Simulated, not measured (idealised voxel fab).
Documented hereafter: the process module known as voxel self aligned contacts.
We display cut, a cross-section 270 nm in width whose square cells are each 5 nm.
Format of a cross-section: grid, square cells. Given as bands. Order: top down. Band: one or more rows of cells. Per band: top height and bottom height in nm, followed by the left-to-right materials and their widths in nm; "edge to edge" marks a single material spanning edge to edge, "air" marks empty space. Note: height 0 marks the level under which the wafer is uniformly one material as received. Lowest band unbounded below, written "0 nm and below". Width: "30->40" (first number = top row, second number = bottom row, same change from row to row of cells). Key: "no modifications" - step with no changed cell in the cross-section. "Catalogued sealed voids" specifies each empty space that is not open to the top and that occupies no fewer than 8 cells, using the form width x height at distance, the distance measured from the left edge and all three quantities in nm. Formally, on a step line, whatever follows the settings is a remark that the simulator itself makes on the step. "overlay nm", when on a step's line for a step with a mask, measures how far to the right of its planned place the mask lay; a negative measure means to the left.
Listed below are the process steps as planned
1 RECEIVE,material Si
2 CONFORMAL_DEP,material SiO2,thk nm 5
3 DIRECTIONAL_DEP,material polySi,thk nm 25
4 DIRECTIONAL_DEP,material SiN,thk nm 20
5 MASKED_ETCH,tone cover,mask id GATE,width nm 25,pitch nm 65,etch materials SiN,depth nm 20,overlay nm 0
6 MASKED_ETCH,tone cover,mask id GATE,width nm 25,pitch nm 65,etch materials polySi,depth nm 25,overlay nm 0
7 CONFORMAL_DEP,material SiN,thk nm 10
8 DIRECTIONAL_ETCH,etch materials SiN,depth nm 10
9 FILL_DEP,material SiO2,thk nm 15
10 CMP,height nm 55
11 PATTERN,tone open,mask id CONTACT,material resist,width nm 50,pitch nm 65,thk nm 15,overlay nm 0
12 DIRECTIONAL_ETCH,etch materials SiO2,depth nm 55
13 STRIP,etch materials resist
14 CONFORMAL_DEP,material TiN,thk nm 5
15 FILL_DEP,material W,thk nm 5
16 CMP,height nm 55
17 CONFORMAL_DEP,material SiN,thk nm 5
First of two wafers, processed according to plan
Cross-section: wafer on arrival = after step 1
	0 nm and below  Si edge to edge
	Catalogued sealed voids: none
Upon completion of step 2, the wafer appears in cross-section as shown
	5 nm to 0 nm  SiO2 edge to edge
	Anything lower than 0 is untouched.
Upon completion of step 3, the wafer appears in cross-section as shown
	30 nm to 5 nm  polySi edge to edge
	Anything lower than 5 is untouched.
Upon completion of step 4, the wafer appears in cross-section as shown
	50 nm to 30 nm  SiN edge to edge
	Anything lower than 30 is untouched.
Upon completion of step 5, the wafer appears in cross-section as shown
	50 nm to 30 nm  air=55 / SiN=25 / air=40 / SiN=25 / air=40 / SiN=25 / air=60
	Anything lower than 30 is untouched.
Upon completion of step 6, the wafer appears in cross-section as shown
	50 nm to 30 nm  air=55 / SiN=25 / air=40 / SiN=25 / air=40 / SiN=25 / air=60
	30 nm to 5 nm  air=55 / polySi=25 / air=40 / polySi=25 / air=40 / polySi=25 / air=60
	Anything lower than 5 is untouched.
Upon completion of step 7, the wafer appears in cross-section as shown
	60 nm to 30 nm  air=45 / SiN=45 / air=20 / SiN=45 / air=20 / SiN=45 / air=50
	30 nm to 15 nm  air=45 / SiN=10 / polySi=25 / SiN=10 / air=20 / SiN=10 / polySi=25 / SiN=10 / air=20 / SiN=10 / polySi=25 / SiN=10 / air=50
	15 nm to 5 nm  SiN=55 / polySi=25 / SiN=40 / polySi=25 / SiN=40 / polySi=25 / SiN=60
	Anything lower than 5 is untouched.
Upon completion of step 8, the wafer appears in cross-section as shown
	50 nm to 30 nm  air=45 / SiN=45 / air=20 / SiN=45 / air=20 / SiN=45 / air=50
	30 nm to 5 nm  air=45 / SiN=10 / polySi=25 / SiN=10 / air=20 / SiN=10 / polySi=25 / SiN=10 / air=20 / SiN=10 / polySi=25 / SiN=10 / air=50
	Anything lower than 5 is untouched.
Upon completion of step 9, the wafer appears in cross-section as shown
	65 nm to 50 nm  SiO2 edge to edge
	50 nm to 30 nm  SiO2=45 / SiN=45 / SiO2=20 / SiN=45 / SiO2=20 / SiN=45 / SiO2=50
	30 nm to 5 nm  SiO2=45 / SiN=10 / polySi=25 / SiN=10 / SiO2=20 / SiN=10 / polySi=25 / SiN=10 / SiO2=20 / SiN=10 / polySi=25 / SiN=10 / SiO2=50
	Anything lower than 5 is untouched.
Upon completion of step 10, the wafer appears in cross-section as shown
	55 nm to 50 nm  SiO2 edge to edge
	Anything lower than 50 is untouched.
Upon completion of step 11, the wafer appears in cross-section as shown
	70 nm to 55 nm  resist=75 / air=50 / resist=15 / air=50 / resist=80
	Anything lower than 55 is untouched.
Upon completion of step 12, the wafer appears in cross-section as shown
	70 nm to 55 nm  resist=75 / air=50 / resist=15 / air=50 / resist=80
	55 nm to 50 nm  SiO2=75 / air=50 / SiO2=15 / air=50 / SiO2=80
	50 nm to 30 nm  SiO2=45 / SiN=45 / air=20 / SiN=45 / air=20 / SiN=45 / SiO2=50
	30 nm to 5 nm  SiO2=45 / SiN=10 / polySi=25 / SiN=10 / air=20 / SiN=10 / polySi=25 / SiN=10 / air=20 / SiN=10 / polySi=25 / SiN=10 / SiO2=50
	5 nm to 0 nm  SiO2=90 / air=20 / SiO2=45 / air=20 / SiO2=95
	Anything lower than 0 is untouched.
Upon completion of step 13, the wafer appears in cross-section as shown
	55 nm to 50 nm  SiO2=75 / air=50 / SiO2=15 / air=50 / SiO2=80
	Anything lower than 50 is untouched.
Upon completion of step 14, the wafer appears in cross-section as shown
	60 nm to 55 nm  TiN=80 / air=40 / TiN=25 / air=40 / TiN=85
	55 nm to 50 nm  SiO2=75 / TiN=20 / air=10 / TiN=20 / SiO2=15 / TiN=20 / air=10 / TiN=20 / SiO2=80
	50 nm to 30 nm  SiO2=45 / SiN=45 / TiN=5 / air=10 / TiN=5 / SiN=45 / TiN=5 / air=10 / TiN=5 / SiN=45 / SiO2=50
	30 nm to 5 nm  SiO2=45 / SiN=10 / polySi=25 / SiN=10 / TiN=5 / air=10 / TiN=5 / SiN=10 / polySi=25 / SiN=10 / TiN=5 / air=10 / TiN=5 / SiN=10 / polySi=25 / SiN=10 / SiO2=50
	5 nm to 0 nm  SiO2=90 / TiN=20 / SiO2=45 / TiN=20 / SiO2=95
	Anything lower than 0 is untouched.
Upon completion of step 15, the wafer appears in cross-section as shown
	65 nm to 60 nm  W edge to edge
	60 nm to 55 nm  TiN=80 / W=40 / TiN=25 / W=40 / TiN=85
	55 nm to 50 nm  SiO2=75 / TiN=20 / W=10 / TiN=20 / SiO2=15 / TiN=20 / W=10 / TiN=20 / SiO2=80
	50 nm to 30 nm  SiO2=45 / SiN=45 / TiN=5 / W=10 / TiN=5 / SiN=45 / TiN=5 / W=10 / TiN=5 / SiN=45 / SiO2=50
	30 nm to 5 nm  SiO2=45 / SiN=10 / polySi=25 / SiN=10 / TiN=5 / W=10 / TiN=5 / SiN=10 / polySi=25 / SiN=10 / TiN=5 / W=10 / TiN=5 / SiN=10 / polySi=25 / SiN=10 / SiO2=50
	Anything lower than 5 is untouched.
Upon completion of step 16, the wafer appears in cross-section as shown
	55 nm to 50 nm  SiO2=75 / TiN=20 / W=10 / TiN=20 / SiO2=15 / TiN=20 / W=10 / TiN=20 / SiO2=80
	Anything lower than 50 is untouched.
Upon completion of step 17, the wafer appears in cross-section as shown
	60 nm to 55 nm  SiN edge to edge
	Anything lower than 55 is untouched.
Second wafer, same starting conditions and recipe as the first, one mistake in executing it, nothing differs from the first up to and including step 1
Cross-sectional view of the second wafer at the intended end time of process step 2: no modifications
Cross-sectional view of the second wafer at the intended end time of process step 3
	25 nm to 0 nm  polySi edge to edge
	Anything lower than 0 is untouched.
Cross-sectional view of the second wafer at the intended end time of process step 4
	45 nm to 25 nm  SiN edge to edge
	Anything lower than 25 is untouched.
Cross-sectional view of the second wafer at the intended end time of process step 5
	45 nm to 25 nm  air=55 / SiN=25 / air=40 / SiN=25 / air=40 / SiN=25 / air=60
	Anything lower than 25 is untouched.
Cross-sectional view of the second wafer at the intended end time of process step 6
	45 nm to 25 nm  air=55 / SiN=25 / air=40 / SiN=25 / air=40 / SiN=25 / air=60
	25 nm to 0 nm  air=55 / polySi=25 / air=40 / polySi=25 / air=40 / polySi=25 / air=60
	Anything lower than 0 is untouched.
Cross-sectional view of the second wafer at the intended end time of process step 7
	55 nm to 25 nm  air=45 / SiN=45 / air=20 / SiN=45 / air=20 / SiN=45 / air=50
	25 nm to 10 nm  air=45 / SiN=10 / polySi=25 / SiN=10 / air=20 / SiN=10 / polySi=25 / SiN=10 / air=20 / SiN=10 / polySi=25 / SiN=10 / air=50
	10 nm to 0 nm  SiN=55 / polySi=25 / SiN=40 / polySi=25 / SiN=40 / polySi=25 / SiN=60
	Anything lower than 0 is untouched.
Cross-sectional view of the second wafer at the intended end time of process step 8
	45 nm to 25 nm  air=45 / SiN=45 / air=20 / SiN=45 / air=20 / SiN=45 / air=50
	25 nm to 0 nm  air=45 / SiN=10 / polySi=25 / SiN=10 / air=20 / SiN=10 / polySi=25 / SiN=10 / air=20 / SiN=10 / polySi=25 / SiN=10 / air=50
	Anything lower than 0 is untouched.
Cross-sectional view of the second wafer at the intended end time of process step 9
	60 nm to 45 nm  SiO2 edge to edge
	45 nm to 25 nm  SiO2=45 / SiN=45 / SiO2=20 / SiN=45 / SiO2=20 / SiN=45 / SiO2=50
	25 nm to 0 nm  SiO2=45 / SiN=10 / polySi=25 / SiN=10 / SiO2=20 / SiN=10 / polySi=25 / SiN=10 / SiO2=20 / SiN=10 / polySi=25 / SiN=10 / SiO2=50
	Anything lower than 0 is untouched.
Cross-sectional view of the second wafer at the intended end time of process step 10
	55 nm to 45 nm  SiO2 edge to edge
	Anything lower than 45 is untouched.
Cross-sectional view of the second wafer at the intended end time of process step 11
	70 nm to 55 nm  resist=75 / air=50 / resist=15 / air=50 / resist=80
	Anything lower than 55 is untouched.
Cross-sectional view of the second wafer at the intended end time of process step 12
	70 nm to 55 nm  resist=75 / air=50 / resist=15 / air=50 / resist=80
	55 nm to 45 nm  SiO2=75 / air=50 / SiO2=15 / air=50 / SiO2=80
	45 nm to 25 nm  SiO2=45 / SiN=45 / air=20 / SiN=45 / air=20 / SiN=45 / SiO2=50
	25 nm to 0 nm  SiO2=45 / SiN=10 / polySi=25 / SiN=10 / air=20 / SiN=10 / polySi=25 / SiN=10 / air=20 / SiN=10 / polySi=25 / SiN=10 / SiO2=50
	Anything lower than 0 is untouched.
Cross-sectional view of the second wafer at the intended end time of process step 13
	55 nm to 45 nm  SiO2=75 / air=50 / SiO2=15 / air=50 / SiO2=80
	Anything lower than 45 is untouched.
Cross-sectional view of the second wafer at the intended end time of process step 14
	60 nm to 55 nm  TiN=80 / air=40 / TiN=25 / air=40 / TiN=85
	55 nm to 45 nm  SiO2=75 / TiN=5->20 / air=40->10 / TiN=5->20 / SiO2=15 / TiN=5->20 / air=40->10 / TiN=5->20 / SiO2=80
	45 nm to 25 nm  SiO2=45 / SiN=45 / TiN=5 / air=10 / TiN=5 / SiN=45 / TiN=5 / air=10 / TiN=5 / SiN=45 / SiO2=50
	25 nm to 5 nm  SiO2=45 / SiN=10 / polySi=25 / SiN=10 / TiN=5 / air=10 / TiN=5 / SiN=10 / polySi=25 / SiN=10 / TiN=5 / air=10 / TiN=5 / SiN=10 / polySi=25 / SiN=10 / SiO2=50
	5 nm to 0 nm  SiO2=45 / SiN=10 / polySi=25 / SiN=10 / TiN=20 / SiN=10 / polySi=25 / SiN=10 / TiN=20 / SiN=10 / polySi=25 / SiN=10 / SiO2=50
	Anything lower than 0 is untouched.
Cross-sectional view of the second wafer at the intended end time of process step 15
	65 nm to 60 nm  W edge to edge
	60 nm to 55 nm  TiN=80 / W=40 / TiN=25 / W=40 / TiN=85
	55 nm to 45 nm  SiO2=75 / TiN=5->20 / W=40->10 / TiN=5->20 / SiO2=15 / TiN=5->20 / W=40->10 / TiN=5->20 / SiO2=80
	45 nm to 25 nm  SiO2=45 / SiN=45 / TiN=5 / W=10 / TiN=5 / SiN=45 / TiN=5 / W=10 / TiN=5 / SiN=45 / SiO2=50
	25 nm to 5 nm  SiO2=45 / SiN=10 / polySi=25 / SiN=10 / TiN=5 / W=10 / TiN=5 / SiN=10 / polySi=25 / SiN=10 / TiN=5 / W=10 / TiN=5 / SiN=10 / polySi=25 / SiN=10 / SiO2=50
	Anything lower than 5 is untouched.
Cross-sectional view of the second wafer at the intended end time of process step 16
	55 nm to 45 nm  SiO2=75 / TiN=5->20 / W=40->10 / TiN=5->20 / SiO2=15 / TiN=5->20 / W=40->10 / TiN=5->20 / SiO2=80
	Anything lower than 45 is untouched.
Cross-sectional view of the second wafer at the intended end time of process step 17
	60 nm to 55 nm  SiN edge to edge
	Anything lower than 55 is untouched.
What was the processing mistake? step 2 from the plan never happened, it was just skipped
at the end the second wafer has, in cells: SiO2 -12, W +12
